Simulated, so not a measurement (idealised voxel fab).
process module | voxel air gaps
cross-section cut | 285 nm wide | cells 5 nm
A cross-section is a grid of square cells, given in bands from the top down. A band is one or more rows of cells.
Each band's line starts with the height of the band's top and of its bottom, in nm. Then come its materials from left to right, each with its width in nm. One material with "throughout" fills the band from edge to edge. "air" is empty space.
Height 0 is the level under which the wafer as received is all one material. The lowest band goes on downwards, as in "0 down".
A width such as "30 to 40" changes by the same amount from each row of cells to the next, from the band's top row to its bottom row.
"no change" after a step means that no cell of the cross-section changed.
closed voids: empty space of 8 cells or more with no open way to the top, each as width x height at its distance from the left edge, in nm
after a step's settings: what the simulator itself notes on the step
overlay nm, on a step with a mask: how far to the right of its planned place the mask lay; to the left if negative
plan
1 op RECEIVE | material Si
2 op CONFORMAL_DEP | material SiO2 | thk nm 10
3 op CONFORMAL_DEP | material SiN | thk nm 5
4 op DIRECTIONAL_DEP | material lowk | thk nm 30
5 op MASKED_ETCH | tone open | mask id LINES | width nm 25 | pitch nm 50 | etch materials lowk | depth nm 30 | overlay nm 0
6 op CONFORMAL_DEP | material TiN | thk nm 5
7 op FILL_DEP | material Ru | thk nm 5
8 op CMP | height nm 45
9 op EPI | material Ru | thk nm 10
10 op SELECTIVE_ETCH | etch materials lowk | depth nm 40
11 op CONFORMAL_DEP | material SiCN | thk nm 5
as received, after step 1
  0 down: Si throughout
  closed voids: none
first wafer at the end, as planned
  60 to 55: air 65 | SiCN 155 | air 65
  55 to 45: air 65 | SiCN 5 | Ru 45 | SiCN 5 | Ru 45 | SiCN 5 | Ru 45 | SiCN 5 | air 65
  45 to 40: air 65 | SiCN 15 | TiN 5 | Ru 15 | TiN 5 | SiCN 25 | TiN 5 | Ru 15 | TiN 5 | SiCN 25 | TiN 5 | Ru 15 | TiN 5 | SiCN 15 | air 65
  40 to 20: air 75 | SiCN 5 | TiN 5 | Ru 15 | TiN 5 | SiCN 5 | air 15 | SiCN 5 | TiN 5 | Ru 15 | TiN 5 | SiCN 5 | air 15 | SiCN 5 | TiN 5 | Ru 15 | TiN 5 | SiCN 5 | air 75
  20 to 15: SiCN 80 | TiN 25 | SiCN 25 | TiN 25 | SiCN 25 | TiN 25 | SiCN 80
  15 to 10: SiN throughout
  10 to 0: SiO2 throughout
  0 down: Si throughout
  closed voids: 15 x 20 at 110; 15 x 20 at 160
second wafer at the end: like start, like plan, one mistake
  60 to 55: air 65 | SiCN 155 | air 65
  55 to 45: air 65 | SiCN 5 | Ru 45 | SiCN 5 | Ru 45 | SiCN 5 | Ru 45 | SiCN 5 | air 65
  45 to 40: air 65 | SiCN 15 | TiN 5 | Ru 15 | TiN 5 | SiCN 25 | TiN 5 | Ru 15 | TiN 5 | SiCN 25 | TiN 5 | Ru 15 | TiN 5 | SiCN 15 | air 65
  40 to 20: air 75 | SiCN 5 | TiN 5 | Ru 15 | TiN 5 | SiCN 5 | air 15 | SiCN 5 | TiN 5 | Ru 15 | TiN 5 | SiCN 5 | air 15 | SiCN 5 | TiN 5 | Ru 15 | TiN 5 | SiCN 5 | air 75
  20 to 15: SiCN 80 | TiN 25 | SiCN 25 | TiN 25 | SiCN 25 | TiN 25 | SiCN 80
  15 to 10: SiCN throughout
  10 to 0: SiO2 throughout
  0 down: Si throughout
  closed voids: 15 x 20 at 110; 15 x 20 at 160
what went wrong: step 3 ran as: op CONFORMAL_DEP | material SiCN | thk nm 5
at the end the second wafer has, in cells: 57 more of SiCN | 57 fewer of SiN
